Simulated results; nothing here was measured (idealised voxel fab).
process module | voxel capacitor over wiring
cross-section cut | 235 nm wide | cells 5 nm
A cross-section is a grid of square cells, given in bands from the top down. A band is one or more rows of cells.
Each band's line starts with the height of the band's top and of its bottom, in nm. Then come its materials from left to right, each with its width in nm. One material with "throughout" fills the band from edge to edge. "air" is empty space.
Height 0 is the level under which the wafer as received is all one material. The lowest band goes on downwards, as in "0 down".
A width such as "30 to 40" changes by the same amount from each row of cells to the next, from the band's top row to its bottom row.
"no change" after a step means that no cell of the cross-section changed.
closed voids: empty space of 8 cells or more with no open way to the top, each as width x height at its distance from the left edge, in nm
after a step's settings: what the simulator itself notes on the step
overlay nm, on a step with a mask: how far to the right of its planned place the mask lay; to the left if negative
Each pair below shows a cross-section before one step and the cross-section after it, down to the lowest band that changed. The line under each pair gives the step between them, with its settings. The pairs can come from different runs of this module on the same starting wafer, so a pair continues from the pair above only where its "before" says so.
before
  85 to 75: aC throughout
  75 to 70: TiN throughout
  70 to 65: Al2O3 throughout
  65 to 55: TiN throughout
  55 to 45: SiO2 75 | Ru 15 | SiO2 145
  45 to 40: SiCN 75 | Ru 15 | SiCN 145
  40 to 20: lowk 55 | SiCN 5 | Ru 30 | SiCN 5 | lowk 45 | SiCN 5 | Ru 30 | SiCN 5 | lowk 55
  20 to 15: SiCN 60 | Ru 30 | SiCN 55 | Ru 30 | SiCN 60
  15 to 5: SiO2 throughout
  5 to 0: TiN throughout
  0 down: Si throughout
  closed voids: none
after
  115 to 85: air 75 | resist 60 | air 100
  below 85: unchanged
  closed voids: none
the step between: op PATTERN | tone cover | mask id UPPER_PLATE | material resist | width nm 60 | thk nm 30 | overlay nm 0
before: the cross-section after the pair above
after
  105 to 85: air 75 | resist 60 | air 100
  85 to 75: air 75 | aC 60 | air 100
  below 75: unchanged
  closed voids: none
the step between: op DIRECTIONAL_ETCH | etch materials aC | depth nm 10
before: the cross-section after the pair above
after
  85 to 75: air 75 | aC 60 | air 100
  below 75: unchanged
  closed voids: none
the step between: op STRIP | etch materials resist
before: the cross-section after the pair above
after
  85 to 75: air 75 | aC 60 | air 100
  75 to 70: air 75 | TiN 60 | air 100
  below 70: unchanged
  closed voids: none
the step between: op DIRECTIONAL_ETCH | etch materials TiN | depth nm 5
before: the cross-section after the pair above
after
  85 to 75: air 75 | aC 60 | air 100
  75 to 70: air 75 | TiN 60 | air 100
  70 to 65: air 75 | Al2O3 60 | air 100
  below 65: unchanged
  closed voids: none
the step between: op DIRECTIONAL_ETCH | etch materials Al2O3 | depth nm 5
before: the cross-section after the pair above
after
  75 to 70: air 75 | TiN 60 | air 100
  below 70: unchanged
  closed voids: none
the step between: op STRIP | etch materials aC
before: the cross-section after the pair above
after
  75 to 70: air 75 | TiN 60 | air 100
  70 to 65: air 75 | Al2O3 60 | air 100
  65 to 55: air 70 | TiN 70 | air 95
  below 55: unchanged
  closed voids: none
the step between: op MASKED_ETCH | tone cover | mask id LOWER_PLATE | width nm 70 | etch materials TiN | depth nm 10 | overlay nm 0
before: the cross-section after the pair above
after
  95 to 75: SiO2 throughout
  75 to 70: SiO2 75 | TiN 60 | SiO2 100
  70 to 65: SiO2 75 | Al2O3 60 | SiO2 100
  65 to 55: SiO2 70 | TiN 70 | SiO2 95
  below 55: unchanged
  closed voids: none
the step between: op FILL_DEP | material SiO2 | thk nm 20
before: the cross-section after the pair above
after
  90 to 75: SiO2 throughout
  below 75: unchanged
  closed voids: none
the step between: op CMP | height nm 90
before: the cross-section after the pair above
after
  105 to 90: aC throughout
  below 90: unchanged
  closed voids: none
the step between: op DIRECTIONAL_DEP | material aC | thk nm 15
before: the cross-section after the pair above
after
  135 to 105: resist 85 | air 15 | resist 135
  below 105: unchanged
  closed voids: none
the step between: op PATTERN | tone open | mask id PLUG_2 | material resist | width nm 15 | thk nm 30 | overlay nm 0
before: the cross-section after the pair above
after
  120 to 105: resist 85 | air 15 | resist 135
  105 to 90: aC 85 | air 15 | aC 135
  below 90: unchanged
  closed voids: none
the step between: op DIRECTIONAL_ETCH | etch materials aC | depth nm 15
before: the cross-section after the pair above
after
  105 to 90: aC 85 | air 15 | aC 135
  below 90: unchanged
  closed voids: none
the step between: op STRIP | etch materials resist
before: the cross-section after the pair above
after
  105 to 90: aC 85 | air 15 | aC 135
  90 to 75: SiO2 85 | air 15 | SiO2 135
  below 75: unchanged
  closed voids: none
the step between: op DIRECTIONAL_ETCH | etch materials SiO2 | depth nm 15
before: the cross-section after the pair above
after
  90 to 75: SiO2 85 | air 15 | SiO2 135
  below 75: unchanged
  closed voids: none
the step between: op STRIP | etch materials aC
before: the cross-section after the pair above
after
  95 to 90: TiN 90 | air 5 | TiN 140
  90 to 80: SiO2 85 | TiN 5 | air 5 | TiN 5 | SiO2 135
  80 to 70: SiO2 85 to 75 | TiN 15 to 60 | SiO2 135 to 100
  below 70: unchanged
  closed voids: none
the step between: op CONFORMAL_DEP | material TiN | thk nm 5
before: the cross-section after the pair above
after
  100 to 95: W throughout
  95 to 90: TiN 90 | W 5 | TiN 140
  90 to 80: SiO2 85 | TiN 5 | W 5 | TiN 5 | SiO2 135
  below 80: unchanged
  closed voids: none
the step between: op FILL_DEP | material W | thk nm 5
before: the cross-section after the pair above
after
  90 to 80: SiO2 85 | TiN 5 | W 5 | TiN 5 | SiO2 135
  below 80: unchanged
  closed voids: none
the step between: op CMP | height nm 90
before: the cross-section after the pair above
after
  95 to 90: SiCN throughout
  below 90: unchanged
  closed voids: none
the step between: op CONFORMAL_DEP | material SiCN | thk nm 5
before
  50 to 45: lowk throughout
  45 to 40: lowk 55 | SiCN 40 | lowk 45 | SiCN 40 | lowk 55
  40 to 15: lowk 55 | SiCN 5 | Ru 30 | SiCN 5 | lowk 45 | SiCN 5 | Ru 30 | SiCN 5 | lowk 55
  15 to 10: SiCN 60 | TiN 30 | SiCN 55 | TiN 30 | SiCN 60
  10 to 0: SiO2 throughout
  0 down: Si throughout
  closed voids: none
after
  35 to 15: lowk 55 | SiCN 5 | Ru 30 | SiCN 5 | lowk 45 | SiCN 5 | Ru 30 | SiCN 5 | lowk 55
  below 15: unchanged
  closed voids: none
the step between: op CMP | height nm 35
before: the cross-section after the pair above
after
  40 to 35: SiCN throughout
  below 35: unchanged
  closed voids: none
the step between: op CONFORMAL_DEP | material SiCN | thk nm 5
before: the cross-section after the pair above
after
  50 to 40: SiO2 throughout
  below 40: unchanged
  closed voids: none
the step between: op DIRECTIONAL_DEP | material SiO2 | thk nm 10
before: the cross-section after the pair above
after
  50 to 40: SiO2 75 | air 15 | SiO2 145
  below 40: unchanged
  closed voids: none
the step between: op MASKED_ETCH | tone open | mask id PLUG_1 | width nm 15 | etch materials SiO2 | depth nm 10 | overlay nm 0
before: the cross-section after the pair above
after
  50 to 40: SiO2 75 | air 15 | SiO2 145
  40 to 35: SiCN 75 | air 15 | SiCN 145
  below 35: unchanged
  closed voids: none
the step between: op MASKED_ETCH | tone open | mask id PLUG_1 | width nm 15 | etch materials SiCN | depth nm 5 | overlay nm 0
before: the cross-section after the pair above
after
  50 to 45: SiO2 75 | air 15 | SiO2 145
  45 to 40: SiO2 75 | Ru 15 | SiO2 145
  40 to 35: SiCN 75 | Ru 15 | SiCN 145
  below 35: unchanged
  closed voids: none
the step between: op EPI | material Ru | thk nm 10
before: the cross-section after the pair above
after
  50 to 40: SiO2 75 | Ru 15 | SiO2 145
  below 40: unchanged
  closed voids: none
the step between: op EPI | material Ru | thk nm 5
before: the cross-section after the pair above
after
  60 to 50: TiN throughout
  below 50: unchanged
  closed voids: none
the step between: op DIRECTIONAL_DEP | material TiN | thk nm 10
before: the cross-section after the pair above
after
  65 to 60: Al2O3 throughout
  below 60: unchanged
  closed voids: none
the step between: op DIRECTIONAL_DEP | material Al2O3 | thk nm 5
before: the cross-section after the pair above
after
  70 to 65: TiN throughout
  below 65: unchanged
  closed voids: none
the step between: op DIRECTIONAL_DEP | material TiN | thk nm 5
before: the cross-section after the pair above
after
  80 to 70: aC throughout
  below 70: unchanged
  closed voids: none
the step between: op DIRECTIONAL_DEP | material aC | thk nm 10
before: the cross-section after the pair above
after
  110 to 80: air 75 | resist 60 | air 100
  below 80: unchanged
  closed voids: none
the step between: op PATTERN | tone cover | mask id UPPER_PLATE | material resist | width nm 60 | thk nm 30 | overlay nm 0
before: the cross-section after the pair above
after
  100 to 80: air 75 | resist 60 | air 100
  80 to 70: air 75 | aC 60 | air 100
  below 70: unchanged
  closed voids: none
the step between: op DIRECTIONAL_ETCH | etch materials aC | depth nm 10
before: the cross-section after the pair above
after
  80 to 70: air 75 | aC 60 | air 100
  below 70: unchanged
  closed voids: none
the step between: op STRIP | etch materials resist
before: the cross-section after the pair above
after
  80 to 70: air 75 | aC 60 | air 100
  70 to 65: air 75 | TiN 60 | air 100
  below 65: unchanged
  closed voids: none
the step between: op DIRECTIONAL_ETCH | etch materials TiN | depth nm 5
before: the cross-section after the pair above
after
  80 to 70: air 75 | aC 60 | air 100
  70 to 65: air 75 | TiN 60 | air 100
  65 to 60: air 75 | Al2O3 60 | air 100
  below 60: unchanged
  closed voids: none
the step between: op DIRECTIONAL_ETCH | etch materials Al2O3 | depth nm 5
before: the cross-section after the pair above
after
  70 to 65: air 75 | TiN 60 | air 100
  below 65: unchanged
  closed voids: none
the step between: op STRIP | etch materials aC
before: the cross-section after the pair above
after
  70 to 65: air 75 | TiN 60 | air 100
  65 to 60: air 75 | Al2O3 60 | air 100
  60 to 50: air 70 | TiN 70 | air 95
  below 50: unchanged
  closed voids: none
the step between: op MASKED_ETCH | tone cover | mask id LOWER_PLATE | width nm 70 | etch materials TiN | depth nm 10 | overlay nm 0
before: the cross-section after the pair above
after
  90 to 70: SiO2 throughout
  70 to 65: SiO2 75 | TiN 60 | SiO2 100
  65 to 60: SiO2 75 | Al2O3 60 | SiO2 100
  60 to 50: SiO2 70 | TiN 70 | SiO2 95
  below 50: unchanged
  closed voids: none
the step between: op FILL_DEP | material SiO2 | thk nm 20
before: the cross-section after the pair above
after
  105 to 90: aC throughout
  below 90: unchanged
  closed voids: none
the step between: op DIRECTIONAL_DEP | material aC | thk nm 15
before: the cross-section after the pair above
after
  135 to 105: resist 85 | air 15 | resist 135
  below 105: unchanged
  closed voids: none
the step between: op PATTERN | tone open | mask id PLUG_2 | material resist | width nm 15 | thk nm 30 | overlay nm 0
before: the cross-section after the pair above
after
  120 to 105: resist 85 | air 15 | resist 135
  105 to 90: aC 85 | air 15 | aC 135
  below 90: unchanged
  closed voids: none
the step between: op DIRECTIONAL_ETCH | etch materials aC | depth nm 15
before: the cross-section after the pair above
after
  105 to 90: aC 85 | air 15 | aC 135
  below 90: unchanged
  closed voids: none
the step between: op STRIP | etch materials resist
before: the cross-section after the pair above
after
  105 to 90: aC 85 | air 15 | aC 135
  90 to 75: SiO2 85 | air 15 | SiO2 135
  below 75: unchanged
  closed voids: none
the step between: op DIRECTIONAL_ETCH | etch materials SiO2 | depth nm 15
before: the cross-section after the pair above
after
  90 to 75: SiO2 85 | air 15 | SiO2 135
  below 75: unchanged
  closed voids: none
the step between: op STRIP | etch materials aC
before: the cross-section after the pair above
after
  95 to 90: TiN 90 | air 5 | TiN 140
  90 to 80: SiO2 85 | TiN 5 | air 5 | TiN 5 | SiO2 135
  80 to 75: SiO2 85 | TiN 15 | SiO2 135
  below 75: unchanged
  closed voids: none
the step between: op CONFORMAL_DEP | material TiN | thk nm 5
before: the cross-section after the pair above
after
  100 to 95: W throughout
  95 to 90: TiN 90 | W 5 | TiN 140
  90 to 80: SiO2 85 | TiN 5 | W 5 | TiN 5 | SiO2 135
  below 80: unchanged
  closed voids: none
the step between: op FILL_DEP | material W | thk nm 5
before: the cross-section after the pair above
after
  90 to 80: SiO2 85 | TiN 5 | W 5 | TiN 5 | SiO2 135
  below 80: unchanged
  closed voids: none
the step between: op CMP | height nm 90
before: the cross-section after the pair above
after
  95 to 90: SiCN throughout
  below 90: unchanged
  closed voids: none
the step between: op CONFORMAL_DEP | material SiCN | thk nm 5
before
  50 to 40: aC throughout
  40 to 15: Ru throughout
  15 to 10: TiN throughout
  10 to 0: SiO2 throughout
  0 down: Si throughout
  closed voids: none
after
  80 to 50: air 60 | resist 35 | air 50 | resist 35 | air 55
  below 50: unchanged
  closed voids: none
the step between: op PATTERN | tone cover | mask id METAL_1 | material resist | width nm 35 | pitch nm 85 | thk nm 30 | overlay nm 0
before: the cross-section after the pair above
after
  70 to 50: air 60 | resist 35 | air 50 | resist 35 | air 55
  50 to 40: air 60 | aC 35 | air 50 | aC 35 | air 55
  below 40: unchanged
  closed voids: none
the step between: op DIRECTIONAL_ETCH | etch materials aC | depth nm 10
before: the cross-section after the pair above
after
  50 to 40: air 60 | aC 35 | air 50 | aC 35 | air 55
  below 40: unchanged
  closed voids: none
the step between: op STRIP | etch materials resist
before: the cross-section after the pair above
after
  50 to 40: air 60 | aC 35 | air 50 | aC 35 | air 55
  40 to 15: air 60 | Ru 35 | air 50 | Ru 35 | air 55
  below 15: unchanged
  closed voids: none
the step between: op DIRECTIONAL_ETCH | etch materials Ru | depth nm 25
before: the cross-section after the pair above
after
  50 to 40: air 60 | aC 35 | air 50 | aC 35 | air 55
  40 to 15: air 60 | Ru 35 | air 50 | Ru 35 | air 55
  15 to 10: air 60 | TiN 35 | air 50 | TiN 35 | air 55
  below 10: unchanged
  closed voids: none
the step between: op DIRECTIONAL_ETCH | etch materials TiN | depth nm 5
before: the cross-section after the pair above
after
  40 to 15: air 60 | Ru 35 | air 50 | Ru 35 | air 55
  below 15: unchanged
  closed voids: none
the step between: op STRIP | etch materials aC
before: the cross-section after the pair above
after
  45 to 40: air 55 | SiCN 45 | air 40 | SiCN 45 | air 50
  40 to 15: air 55 | SiCN 5 | Ru 35 | SiCN 5 | air 40 | SiCN 5 | Ru 35 | SiCN 5 | air 50
  15 to 10: SiCN 60 | TiN 35 | SiCN 50 | TiN 35 | SiCN 55
  below 10: unchanged
  closed voids: none
the step between: op CONFORMAL_DEP | material SiCN | thk nm 5
before: the cross-section after the pair above
after
  50 to 45: lowk throughout
  45 to 40: lowk 55 | SiCN 45 | lowk 40 | SiCN 45 | lowk 50
  40 to 15: lowk 55 | SiCN 5 | Ru 35 | SiCN 5 | lowk 40 | SiCN 5 | Ru 35 | SiCN 5 | lowk 50
  below 15: unchanged
  closed voids: none
the step between: op FILL_DEP | material lowk | thk nm 5
before: the cross-section after the pair above
after
  40 to 15: lowk 55 | SiCN 5 | Ru 35 | SiCN 5 | lowk 40 | SiCN 5 | Ru 35 | SiCN 5 | lowk 50
  below 15: unchanged
  closed voids: none
the step between: op CMP | height nm 40
before: the cross-section after the pair above
after
  45 to 40: SiCN throughout
  below 40: unchanged
  closed voids: none
the step between: op CONFORMAL_DEP | material SiCN | thk nm 5
before: the cross-section after the pair above
after
  55 to 45: SiO2 throughout
  below 45: unchanged
  closed voids: none
the step between: op DIRECTIONAL_DEP | material SiO2 | thk nm 10
before: the cross-section after the pair above
after
  55 to 45: SiO2 75 | air 15 | SiO2 145
  below 45: unchanged
  closed voids: none
the step between: op MASKED_ETCH | tone open | mask id PLUG_1 | width nm 15 | etch materials SiO2 | depth nm 10 | overlay nm 0
before: the cross-section after the pair above
after
  55 to 45: SiO2 75 | air 15 | SiO2 145
  45 to 40: SiCN 75 | air 15 | SiCN 145
  below 40: unchanged
  closed voids: none
the step between: op MASKED_ETCH | tone open | mask id PLUG_1 | width nm 15 | etch materials SiCN | depth nm 5 | overlay nm 0
before: the cross-section after the pair above
after
  55 to 50: SiO2 75 | air 15 | SiO2 145
  50 to 45: SiO2 75 | Ru 15 | SiO2 145
  45 to 40: SiCN 75 | Ru 15 | SiCN 145
  below 40: unchanged
  closed voids: none
the step between: op EPI | material Ru | thk nm 10
before: the cross-section after the pair above
after
  55 to 45: SiO2 75 | Ru 15 | SiO2 145
  below 45: unchanged
  closed voids: none
the step between: op EPI | material Ru | thk nm 5
before: the cross-section after the pair above
after
  65 to 55: TiN throughout
  below 55: unchanged
  closed voids: none
the step between: op DIRECTIONAL_DEP | material TiN | thk nm 10
before: the cross-section after the pair above
after
  70 to 65: Al2O3 throughout
  below 65: unchanged
  closed voids: none
the step between: op DIRECTIONAL_DEP | material Al2O3 | thk nm 5
before: the cross-section after the pair above
after
  75 to 70: TiN throughout
  below 70: unchanged
  closed voids: none
the step between: op DIRECTIONAL_DEP | material TiN | thk nm 5
before: the cross-section after the pair above
after
  85 to 75: aC throughout
  below 75: unchanged
  closed voids: none
the step between: op DIRECTIONAL_DEP | material aC | thk nm 10
before: the cross-section after the pair above
after
  115 to 85: air 75 | resist 60 | air 100
  below 85: unchanged
  closed voids: none
the step between: op PATTERN | tone cover | mask id UPPER_PLATE | material resist | width nm 60 | thk nm 30 | overlay nm 0
before: the cross-section after the pair above
after
  105 to 85: air 75 | resist 60 | air 100
  85 to 75: air 75 | aC 60 | air 100
  below 75: unchanged
  closed voids: none
the step between: op DIRECTIONAL_ETCH | etch materials aC | depth nm 10
before: the cross-section after the pair above
after
  85 to 75: air 75 | aC 60 | air 100
  below 75: unchanged
  closed voids: none
the step between: op STRIP | etch materials resist
before: the cross-section after the pair above
after
  85 to 75: air 75 | aC 60 | air 100
  75 to 70: air 75 | TiN 60 | air 100
  below 70: unchanged
  closed voids: none
the step between: op DIRECTIONAL_ETCH | etch materials TiN | depth nm 5
before: the cross-section after the pair above
after
  85 to 75: air 75 | aC 60 | air 100
  75 to 70: air 75 | TiN 60 | air 100
  70 to 65: air 75 | Al2O3 60 | air 100
  below 65: unchanged
  closed voids: none
the step between: op DIRECTIONAL_ETCH | etch materials Al2O3 | depth nm 5
before: the cross-section after the pair above
after
  75 to 70: air 75 | TiN 60 | air 100
  below 70: unchanged
  closed voids: none
the step between: op STRIP | etch materials aC
before: the cross-section after the pair above
after
  75 to 70: air 75 | TiN 60 | air 100
  70 to 65: air 75 | Al2O3 60 | air 100
  65 to 55: air 70 | TiN 70 | air 95
  below 55: unchanged
  closed voids: none
the step between: op MASKED_ETCH | tone cover | mask id LOWER_PLATE | width nm 70 | etch materials TiN | depth nm 10 | overlay nm 0
before: the cross-section after the pair above
after
  95 to 75: SiO2 throughout
  75 to 70: SiO2 75 | TiN 60 | SiO2 100
  70 to 65: SiO2 75 | Al2O3 60 | SiO2 100
  65 to 55: SiO2 70 | TiN 70 | SiO2 95
  below 55: unchanged
  closed voids: none
the step between: op FILL_DEP | material SiO2 | thk nm 20
before: the cross-section after the pair above
after
  90 to 75: SiO2 throughout
  below 75: unchanged
  closed voids: none
the step between: op CMP | height nm 90
before: the cross-section after the pair above
after
  105 to 90: aC throughout
  below 90: unchanged
  closed voids: none
the step between: op DIRECTIONAL_DEP | material aC | thk nm 15
before: the cross-section after the pair above
after
  135 to 105: resist 85 | air 15 | resist 135
  below 105: unchanged
  closed voids: none
the step between: op PATTERN | tone open | mask id PLUG_2 | material resist | width nm 15 | thk nm 30 | overlay nm 0
before: the cross-section after the pair above
after
  120 to 105: resist 85 | air 15 | resist 135
  105 to 90: aC 85 | air 15 | aC 135
  below 90: unchanged
  closed voids: none
the step between: op DIRECTIONAL_ETCH | etch materials aC | depth nm 15
before: the cross-section after the pair above
after
  105 to 90: aC 85 | air 15 | aC 135
  below 90: unchanged
  closed voids: none
the step between: op STRIP | etch materials resist
before: the cross-section after the pair above
after
  105 to 90: aC 85 | air 15 | aC 135
  90 to 75: SiO2 85 | air 15 | SiO2 135
  below 75: unchanged
  closed voids: none
the step between: op DIRECTIONAL_ETCH | etch materials SiO2 | depth nm 15
before: the cross-section after the pair above
after
  90 to 75: SiO2 85 | air 15 | SiO2 135
  below 75: unchanged
  closed voids: none
the step between: op STRIP | etch materials aC
before: the cross-section after the pair above
after
  95 to 90: TiN 90 | air 5 | TiN 140
  90 to 80: SiO2 85 | TiN 5 | air 5 | TiN 5 | SiO2 135
  80 to 70: SiO2 85 to 75 | TiN 15 to 60 | SiO2 135 to 100
  below 70: unchanged
  closed voids: none
the step between: op CONFORMAL_DEP | material TiN | thk nm 5
before: the cross-section after the pair above
after
  100 to 95: W throughout
  95 to 90: TiN 90 | W 5 | TiN 140
  90 to 80: SiO2 85 | TiN 5 | W 5 | TiN 5 | SiO2 135
  below 80: unchanged
  closed voids: none
the step between: op FILL_DEP | material W | thk nm 5
before: the cross-section after the pair above
after
  90 to 80: SiO2 85 | TiN 5 | W 5 | TiN 5 | SiO2 135
  below 80: unchanged
  closed voids: none
the step between: op CMP | height nm 90
before: the cross-section after the pair above
after
  95 to 90: SiCN throughout
  below 90: unchanged
  closed voids: none
the step between: op CONFORMAL_DEP | material SiCN | thk nm 5
before
  50 to 40: aC throughout
  40 to 15: Ru throughout
  15 to 10: TiN throughout
  10 to 0: SiO2 throughout
  0 down: Si throughout
  closed voids: none
after
  80 to 50: air 50 | resist 30 | air 55 | resist 30 | air 70
  below 50: unchanged
  closed voids: none
the step between: op PATTERN | tone cover | mask id METAL_1 | material resist | width nm 30 | pitch nm 85 | thk nm 30 | overlay nm -10
before: the cross-section after the pair above
after
  70 to 50: air 50 | resist 30 | air 55 | resist 30 | air 70
  50 to 40: air 50 | aC 30 | air 55 | aC 30 | air 70
  below 40: unchanged
  closed voids: none
the step between: op DIRECTIONAL_ETCH | etch materials aC | depth nm 10
before: the cross-section after the pair above
after
  50 to 40: air 50 | aC 30 | air 55 | aC 30 | air 70
  below 40: unchanged
  closed voids: none
the step between: op STRIP | etch materials resist
before: the cross-section after the pair above
after
  50 to 40: air 50 | aC 30 | air 55 | aC 30 | air 70
  40 to 15: air 50 | Ru 30 | air 55 | Ru 30 | air 70
  below 15: unchanged
  closed voids: none
the step between: op DIRECTIONAL_ETCH | etch materials Ru | depth nm 25
before: the cross-section after the pair above
after
  50 to 40: air 50 | aC 30 | air 55 | aC 30 | air 70
  40 to 15: air 50 | Ru 30 | air 55 | Ru 30 | air 70
  15 to 10: air 50 | TiN 30 | air 55 | TiN 30 | air 70
  below 10: unchanged
  closed voids: none
the step between: op DIRECTIONAL_ETCH | etch materials TiN | depth nm 5
before: the cross-section after the pair above
after
  40 to 15: air 50 | Ru 30 | air 55 | Ru 30 | air 70
  below 15: unchanged
  closed voids: none
the step between: op STRIP | etch materials aC
before: the cross-section after the pair above
after
  45 to 40: air 45 | SiCN 40 | air 45 | SiCN 40 | air 65
  40 to 15: air 45 | SiCN 5 | Ru 30 | SiCN 5 | air 45 | SiCN 5 | Ru 30 | SiCN 5 | air 65
  15 to 10: SiCN 50 | TiN 30 | SiCN 55 | TiN 30 | SiCN 70
  below 10: unchanged
  closed voids: none
the step between: op CONFORMAL_DEP | material SiCN | thk nm 5
before: the cross-section after the pair above
after
  50 to 45: lowk throughout
  45 to 40: lowk 45 | SiCN 40 | lowk 45 | SiCN 40 | lowk 65
  40 to 15: lowk 45 | SiCN 5 | Ru 30 | SiCN 5 | lowk 45 | SiCN 5 | Ru 30 | SiCN 5 | lowk 65
  below 15: unchanged
  closed voids: none
the step between: op FILL_DEP | material lowk | thk nm 5
before: the cross-section after the pair above
after
  40 to 15: lowk 45 | SiCN 5 | Ru 30 | SiCN 5 | lowk 45 | SiCN 5 | Ru 30 | SiCN 5 | lowk 65
  below 15: unchanged
  closed voids: none
the step between: op CMP | height nm 40
before: the cross-section after the pair above
after
  45 to 40: SiCN throughout
  below 40: unchanged
  closed voids: none
the step between: op CONFORMAL_DEP | material SiCN | thk nm 5
before: the cross-section after the pair above
after
  55 to 45: SiO2 throughout
  below 45: unchanged
  closed voids: none
the step between: op DIRECTIONAL_DEP | material SiO2 | thk nm 10
before: the cross-section after the pair above
after
  55 to 45: SiO2 75 | air 15 | SiO2 145
  below 45: unchanged
  closed voids: none
the step between: op MASKED_ETCH | tone open | mask id PLUG_1 | width nm 15 | etch materials SiO2 | depth nm 10 | overlay nm 0
before: the cross-section after the pair above
after
  55 to 45: SiO2 75 | air 15 | SiO2 145
  45 to 40: SiCN 75 | air 15 | SiCN 145
  below 40: unchanged
  closed voids: none
the step between: op MASKED_ETCH | tone open | mask id PLUG_1 | width nm 15 | etch materials SiCN | depth nm 5 | overlay nm 0
before: the cross-section after the pair above
after
  55 to 50: SiO2 75 | air 15 | SiO2 145
  50 to 45: SiO2 75 | Ru 15 | SiO2 145
  45 to 40: SiCN 75 | Ru 15 | SiCN 145
  below 40: unchanged
  closed voids: none
the step between: op EPI | material Ru | thk nm 10
before: the cross-section after the pair above
after
  55 to 45: SiO2 75 | Ru 15 | SiO2 145
  below 45: unchanged
  closed voids: none
the step between: op EPI | material Ru | thk nm 5
before: the cross-section after the pair above
after
  65 to 55: TiN throughout
  below 55: unchanged
  closed voids: none
the step between: op DIRECTIONAL_DEP | material TiN | thk nm 10
before: the cross-section after the pair above
after
  70 to 65: Al2O3 throughout
  below 65: unchanged
  closed voids: none
the step between: op DIRECTIONAL_DEP | material Al2O3 | thk nm 5
before: the cross-section after the pair above
after
  75 to 70: TiN throughout
  below 70: unchanged
  closed voids: none
the step between: op DIRECTIONAL_DEP | material TiN | thk nm 5
before: the cross-section after the pair above
after
  85 to 75: aC throughout
  below 75: unchanged
  closed voids: none
the step between: op DIRECTIONAL_DEP | material aC | thk nm 10
before: the cross-section after the pair above
after
  115 to 85: air 75 | resist 60 | air 100
  below 85: unchanged
  closed voids: none
the step between: op PATTERN | tone cover | mask id UPPER_PLATE | material resist | width nm 60 | thk nm 30 | overlay nm 0
before: the cross-section after the pair above
after
  105 to 85: air 75 | resist 60 | air 100
  85 to 75: air 75 | aC 60 | air 100
  below 75: unchanged
  closed voids: none
the step between: op DIRECTIONAL_ETCH | etch materials aC | depth nm 10
before: the cross-section after the pair above
after
  85 to 75: air 75 | aC 60 | air 100
  below 75: unchanged
  closed voids: none
the step between: op STRIP | etch materials resist
before: the cross-section after the pair above
after
  85 to 75: air 75 | aC 60 | air 100
  75 to 70: air 75 | TiN 60 | air 100
  below 70: unchanged
  closed voids: none
the step between: op DIRECTIONAL_ETCH | etch materials TiN | depth nm 5
before: the cross-section after the pair above
after
  85 to 75: air 75 | aC 60 | air 100
  75 to 70: air 75 | TiN 60 | air 100
  70 to 65: air 75 | Al2O3 60 | air 100
  below 65: unchanged
  closed voids: none
the step between: op DIRECTIONAL_ETCH | etch materials Al2O3 | depth nm 5
before: the cross-section after the pair above
after
  75 to 70: air 75 | TiN 60 | air 100
  below 70: unchanged
  closed voids: none
the step between: op STRIP | etch materials aC
before: the cross-section after the pair above
after
  75 to 70: air 75 | TiN 60 | air 100
  70 to 65: air 75 | Al2O3 60 | air 100
  65 to 55: air 70 | TiN 70 | air 95
  below 55: unchanged
  closed voids: none
the step between: op MASKED_ETCH | tone cover | mask id LOWER_PLATE | width nm 70 | etch materials TiN | depth nm 10 | overlay nm 0
before: the cross-section after the pair above
after
  95 to 75: SiO2 throughout
  75 to 70: SiO2 75 | TiN 60 | SiO2 100
  70 to 65: SiO2 75 | Al2O3 60 | SiO2 100
  65 to 55: SiO2 70 | TiN 70 | SiO2 95
  below 55: unchanged
  closed voids: none
the step between: op FILL_DEP | material SiO2 | thk nm 20
before: the cross-section after the pair above
after
  90 to 75: SiO2 throughout
  below 75: unchanged
  closed voids: none
the step between: op CMP | height nm 90
before: the cross-section after the pair above
after
  105 to 90: aC throughout
  below 90: unchanged
  closed voids: none
the step between: op DIRECTIONAL_DEP | material aC | thk nm 15
before: the cross-section after the pair above
after
  135 to 105: resist 85 | air 15 | resist 135
  below 105: unchanged
  closed voids: none
the step between: op PATTERN | tone open | mask id PLUG_2 | material resist | width nm 15 | thk nm 30 | overlay nm 0
before: the cross-section after the pair above
after
  120 to 105: resist 85 | air 15 | resist 135
  105 to 90: aC 85 | air 15 | aC 135
  below 90: unchanged
  closed voids: none
the step between: op DIRECTIONAL_ETCH | etch materials aC | depth nm 15
before: the cross-section after the pair above
after
  105 to 90: aC 85 | air 15 | aC 135
  below 90: unchanged
  closed voids: none
the step between: op STRIP | etch materials resist
before: the cross-section after the pair above
after
  105 to 90: aC 85 | air 15 | aC 135
  90 to 75: SiO2 85 | air 15 | SiO2 135
  below 75: unchanged
  closed voids: none
the step between: op DIRECTIONAL_ETCH | etch materials SiO2 | depth nm 15
before: the cross-section after the pair above
after
  90 to 75: SiO2 85 | air 15 | SiO2 135
  below 75: unchanged
  closed voids: none
the step between: op STRIP | etch materials aC
before: the cross-section after the pair above
after
  95 to 90: TiN 90 | air 5 | TiN 140
  90 to 80: SiO2 85 | TiN 5 | air 5 | TiN 5 | SiO2 135
  80 to 70: SiO2 85 to 75 | TiN 15 to 60 | SiO2 135 to 100
  below 70: unchanged
  closed voids: none
the step between: op CONFORMAL_DEP | material TiN | thk nm 5
before: the cross-section after the pair above
after
  100 to 95: W throughout
  95 to 90: TiN 90 | W 5 | TiN 140
  90 to 80: SiO2 85 | TiN 5 | W 5 | TiN 5 | SiO2 135
  below 80: unchanged
  closed voids: none
the step between: op FILL_DEP | material W | thk nm 5
before: the cross-section after the pair above
after
  90 to 80: SiO2 85 | TiN 5 | W 5 | TiN 5 | SiO2 135
  below 80: unchanged
  closed voids: none
the step between: op CMP | height nm 90
before: the cross-section after the pair above
after
  95 to 90: SiCN throughout
  below 90: unchanged
  closed voids: none
the step between: op CONFORMAL_DEP | material SiCN | thk nm 5
before
  45 to 40: SiCN throughout
  40 to 15: lowk 55 | SiCN 5 | Ru 30 | SiCN 5 | lowk 45 | SiCN 5 | Ru 30 | SiCN 5 | lowk 55
  15 to 10: SiCN 60 | TiN 30 | SiCN 55 | TiN 30 | SiCN 60
  10 to 0: SiO2 throughout
  0 down: Si throughout
  closed voids: none
after
  55 to 45: TiN throughout
  below 45: unchanged
  closed voids: none
the step between: op DIRECTIONAL_DEP | material TiN | thk nm 10
before: the cross-section after the pair above
after
  65 to 55: Ru throughout
  below 55: unchanged
  closed voids: none
the step between: op EPI | material Ru | thk nm 10
before: the cross-section after the pair above
after
  70 to 55: Ru throughout
  below 55: unchanged
  closed voids: none
the step between: op EPI | material Ru | thk nm 5
before: the cross-section after the pair above
after
  80 to 70: TiN throughout
  below 70: unchanged
  closed voids: none
the step between: op DIRECTIONAL_DEP | material TiN | thk nm 10
before: the cross-section after the pair above
after
  85 to 80: Al2O3 throughout
  below 80: unchanged
  closed voids: none
the step between: op DIRECTIONAL_DEP | material Al2O3 | thk nm 5
